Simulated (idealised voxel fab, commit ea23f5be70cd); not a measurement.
process module | voxel gate over fins
cross-section cut | 290 nm wide | cells 5 nm
A cross-section is a grid of square cells, given in bands from the top down. A band is one or more rows of cells.
Each band's line starts with the height of the band's top and of its bottom, in nm. Then come its materials from left to right, each with its width in nm. One material with "throughout" fills the band from edge to edge. "air" is empty space.
Height 0 is the level under which the wafer as received is all one material. The lowest band goes on downwards, as in "0 down".
A width such as "30 to 40" changes by the same amount from each row of cells to the next, from the band's top row to its bottom row.
"no change" after a step means that no cell of the cross-section changed.
closed voids: empty space of 8 cells or more with no open way to the top, each as width x height at its distance from the left edge, in nm
after a step's settings: what the simulator itself notes on the step
overlay nm, on a step with a mask: how far to the right of its planned place the mask lay; to the left if negative
plan
1 op RECEIVE | material Si
2 op CONFORMAL_DEP | material SiN | thk nm 5
3 op PATTERN | tone cover | mask id FINS | material resist | width nm 15 | pitch nm 45 | thk nm 15 | overlay nm 0
4 op DIRECTIONAL_ETCH | etch materials SiN | depth nm 5
5 op DIRECTIONAL_ETCH | etch materials Si | depth nm 30
6 op STRIP | etch materials resist
7 op OXIDIZE | depth nm 5
8 op FILL_DEP | material SiO2 | thk nm 5
9 op CMP | height nm 5
10 op SELECTIVE_ETCH | etch materials SiO2 | depth nm 15
11 op STRIP | etch materials SiN
12 op CONFORMAL_DEP | material HfO2 | thk nm 5
13 op CONFORMAL_DEP | material TiN | thk nm 5
14 op FILL_DEP | material W | thk nm 15
15 op CMP | height nm 20
16 op CONFORMAL_DEP | material SiCN | thk nm 10
as received, after step 1
  0 down: Si throughout
  closed voids: none
first wafer at the end, as planned
  30 to 20: SiCN throughout
  20 to 10: W throughout
  10 to 5: W 85 | TiN 25 | W 20 | TiN 25 | W 20 | TiN 25 | W 90
  5 to 0: W 85 | TiN 5 | HfO2 15 | TiN 5 | W 20 | TiN 5 | HfO2 15 | TiN 5 | W 20 | TiN 5 | HfO2 15 | TiN 5 | W 90
  0 to -5: TiN 90 | HfO2 5 | Si 5 | HfO2 5 | TiN 30 | HfO2 5 | Si 5 | HfO2 5 | TiN 30 | HfO2 5 | Si 5 | HfO2 5 | TiN 95
  -5 to -10: HfO2 95 | Si 5 | HfO2 40 | Si 5 | HfO2 40 | Si 5 | HfO2 100
  -10 to -35: SiO2 95 | Si 5 | SiO2 40 | Si 5 | SiO2 40 | Si 5 | SiO2 100
  -35 down: Si throughout
  closed voids: none
second wafer at the end: like start, like plan, one mistake
  30 to 20: SiCN throughout
  20 to 10: W throughout
  10 to 5: W 85 | TiN 30 | W 15 | TiN 30 | W 15 | TiN 30 | W 85
  5 to 0: W 85 | TiN 5 | HfO2 20 | TiN 5 | W 15 | TiN 5 | HfO2 20 | TiN 5 | W 15 | TiN 5 | HfO2 20 | TiN 5 | W 85
  0 to -5: TiN 90 | HfO2 5 | Si 10 | HfO2 5 | TiN 25 | HfO2 5 | Si 10 | HfO2 5 | TiN 25 | HfO2 5 | Si 10 | HfO2 5 | TiN 90
  -5 to -10: HfO2 95 | Si 10 | HfO2 35 | Si 10 | HfO2 35 | Si 10 | HfO2 95
  -10 to -35: SiO2 95 | Si 10 | SiO2 35 | Si 10 | SiO2 35 | Si 10 | SiO2 95
  -35 down: Si throughout
  closed voids: none
what went wrong: step 3 ran as: op PATTERN | tone cover | mask id FINS | material resist | width nm 20 | pitch nm 45 | thk nm 15 | overlay nm 0
at the end the second wafer has, in cells: 21 more of Si | 15 fewer of SiO2 | 6 fewer of W
